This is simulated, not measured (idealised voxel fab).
Title: Process Module voxel wiring stack
280 nm wide, 5 nm square cells: that's cross-section cut.
This document writes a cross-section as a grid whose cells are square, and gives it as bands, listed from the top down; one or more rows of cells form a band. Band entry format. Leading values: height of top, height of bottom, nm. Remainder: materials in left-to-right order, each with its width in nm. Special words: "full width" on a single material, which then fills the band edge to edge; "blank", empty space. Note: height 0 marks the level under which the wafer is uniformly one material as received. Lowest band unbounded below, written "top 0, no bottom". The width entry "30..40" should be interpreted row by row: the top row of cells in the band takes the first number, the bottom row takes the second number, and the change between adjacent rows is uniform throughout. Basically "nothing got changed" means that step didn't change any cell in the cross-section. So "Sealed cavities" is basically the list of trapped voids: any empty space of 8 cells or more that can't reach the top through an opening. They're written width x height at distance, the distance being from the left edge, and it's all nm. If you see something after the settings on a step's line, that's the simulator's own remark about that step. For masked steps, "overlay nm" on the step line gives how far right of plan the mask actually lay; a minus sign means it lay to the left.
SO HERE'S THE LINEUP OF PROCESS STEPS WE PLANNED
step 1: RECEIVE with material Si
step 2: CONFORMAL_DEP with material SiO2, thk nm 15
step 3: CONFORMAL_DEP with material SiN, thk nm 5
step 4: DIRECTIONAL_DEP with material lowk, thk nm 15
step 5: DIRECTIONAL_DEP with material aC, thk nm 15
step 6: PATTERN with tone open, mask id METAL_1, material resist, width nm 25, pitch nm 55, thk nm 35, overlay nm 0
step 7: DIRECTIONAL_ETCH with etch materials aC, depth nm 15
step 8: STRIP with etch materials resist
step 9: DIRECTIONAL_ETCH with etch materials lowk, depth nm 15
step 10: DIRECTIONAL_ETCH with etch materials SiN, depth nm 5
step 11: STRIP with etch materials aC
step 12: CONFORMAL_DEP with material TiN, thk nm 5
step 13: FILL_DEP with material Cu, thk nm 10
step 14: CMP with height nm 35
step 15: EPI with material Ru, thk nm 5
step 16: FILL_DEP with material SiCN, thk nm 5
step 17: DIRECTIONAL_DEP with material SiO2, thk nm 25
step 18: MASKED_ETCH with tone open, mask id METAL_2, width nm 25, pitch nm 55, etch materials SiO2, depth nm 15, overlay nm 0
step 19: PATTERN with tone open, mask id METAL_2_HOLES, material resist, width nm 15, thk nm 20, overlay nm 0
step 20: DIRECTIONAL_ETCH with etch materials SiO2, depth nm 10
step 21: DIRECTIONAL_ETCH with etch materials SiCN, depth nm 5
step 22: STRIP with etch materials resist
step 23: CONFORMAL_DEP with material TiN, thk nm 5
step 24: FILL_DEP with material Cu, thk nm 5
step 25: CMP with height nm 70
step 26: CONFORMAL_DEP with material SiCN, thk nm 5
step 27: DIRECTIONAL_DEP with material SiO2, thk nm 30
step 28: PATTERN with tone open, mask id METAL_3, material resist, width nm 25, pitch nm 55, thk nm 15, overlay nm 0
step 29: DIRECTIONAL_ETCH with etch materials SiO2, depth nm 15
step 30: STRIP with etch materials resist
step 31: PATTERN with tone open, mask id METAL_3_HOLES, material resist, width nm 15, pitch nm 55, thk nm 15, overlay nm 0
step 32: DIRECTIONAL_ETCH with etch materials SiO2, depth nm 15
step 33: DIRECTIONAL_ETCH with etch materials SiCN, depth nm 5
step 34: STRIP with etch materials resist
step 35: CONFORMAL_DEP with material TiN, thk nm 5
step 36: FILL_DEP with material Ru, thk nm 10
step 37: CMP with height nm 105
step 38: CONFORMAL_DEP with material SiCN, thk nm 5
WAFER CROSS-SECTION ON RECEIPT, I.E. AFTER STEP 1
	top 0, no bottom: Si full width
	Sealed cavities: none
RUN AS PLANNED - FIRST OF THE TWO WAFERS CROSS-SECTIONED AT THE END OF THE MODULE
	top 110, bottom 105: SiCN full width
	top 105, bottom 95: SiO2: 100  TiN: 5  Ru: 15  TiN: 5  SiO2: 30  TiN: 5  Ru: 15  TiN: 5  SiO2: 100
	top 95, bottom 90: SiO2: 100  TiN: 5  Ru: 5  TiN: 15  SiO2: 30  TiN: 5  Ru: 5  TiN: 15  SiO2: 100
	top 90, bottom 75: SiO2: 100  TiN: 5  Ru: 5  TiN: 5  SiO2: 40  TiN: 5  Ru: 5  TiN: 5  SiO2: 110
	top 75, bottom 70: SiCN: 100  TiN: 15  SiCN: 40  TiN: 15  SiCN: 110
	top 70, bottom 60: SiO2: 100  TiN: 5  Cu: 15  TiN: 5  SiO2: 30  TiN: 5  Cu: 15  TiN: 5  SiO2: 100
	top 60, bottom 55: SiO2: 100  TiN: 5  Cu: 5  TiN: 15  SiO2: 30  TiN: 25  SiO2: 100
	top 55, bottom 45: SiO2: 100  TiN: 5  Cu: 5  TiN: 5  SiO2: 165
	top 45, bottom 40: SiCN: 100  TiN: 15  SiCN: 165
	top 40, bottom 35: SiCN: 95  Ru: 35  SiCN: 20  Ru: 35  SiCN: 95
	top 35, bottom 20: lowk: 100  TiN: 5  Cu: 15  TiN: 5  lowk: 30  TiN: 5  Cu: 15  TiN: 5  lowk: 100
	top 20, bottom 15: SiN: 100  TiN: 25  SiN: 30  TiN: 25  SiN: 100
	top 15, bottom 0: SiO2 full width
	top 0, no bottom: Si full width
	Sealed cavities: none
END OF MODULE, SECOND WAFER, CROSS-SECTION. STARTED LIKE THE FIRST, PLANNED LIKE THE FIRST, RUN WITH ONE MISTAKE
	top 110, bottom 105: SiCN full width
	top 105, bottom 95: SiO2: 100  TiN: 5  Ru: 15  TiN: 5  SiO2: 30  TiN: 5  Ru: 15  TiN: 5  SiO2: 100
	top 95, bottom 90: SiO2: 100  TiN: 5  Ru: 5  TiN: 15  SiO2: 30  TiN: 5  Ru: 5  TiN: 15  SiO2: 100
	top 90, bottom 75: SiO2: 100  TiN: 5  Ru: 5  TiN: 5  SiO2: 40  TiN: 5  Ru: 5  TiN: 5  SiO2: 110
	top 75, bottom 70: SiCN: 100  TiN: 15  SiCN: 40  TiN: 15  SiCN: 110
	top 70, bottom 60: SiO2: 100  TiN: 5  Cu: 15  TiN: 5  SiO2: 30  TiN: 5  Cu: 15  TiN: 5  SiO2: 100
	top 60, bottom 55: SiO2: 100  TiN: 5  Cu: 5  TiN: 15  SiO2: 30  TiN: 25  SiO2: 100
	top 55, bottom 45: SiO2: 100  TiN: 5  Cu: 5  TiN: 5  SiO2: 165
	top 45, bottom 40: SiCN: 100  TiN: 15  SiCN: 165
	top 40, bottom 35: SiCN: 85  Ru: 35  SiCN: 20  Ru: 35  SiCN: 105
	top 35, bottom 20: lowk: 90  TiN: 5  Cu: 15  TiN: 5  lowk: 30  TiN: 5  Cu: 15  TiN: 5  lowk: 110
	top 20, bottom 15: SiN: 90  TiN: 25  SiN: 30  TiN: 25  SiN: 110
	top 15, bottom 0: SiO2 full width
	top 0, no bottom: Si full width
	Sealed cavities: none
In executing the process, a mistake was made relative to the plan: step 6 off recipe, ran as PATTERN with tone open, mask id METAL_1, material resist, width nm 25, pitch nm 55, thk nm 35, overlay nm -10
Final state: per-material cell counts identical on both wafers; locations differ.
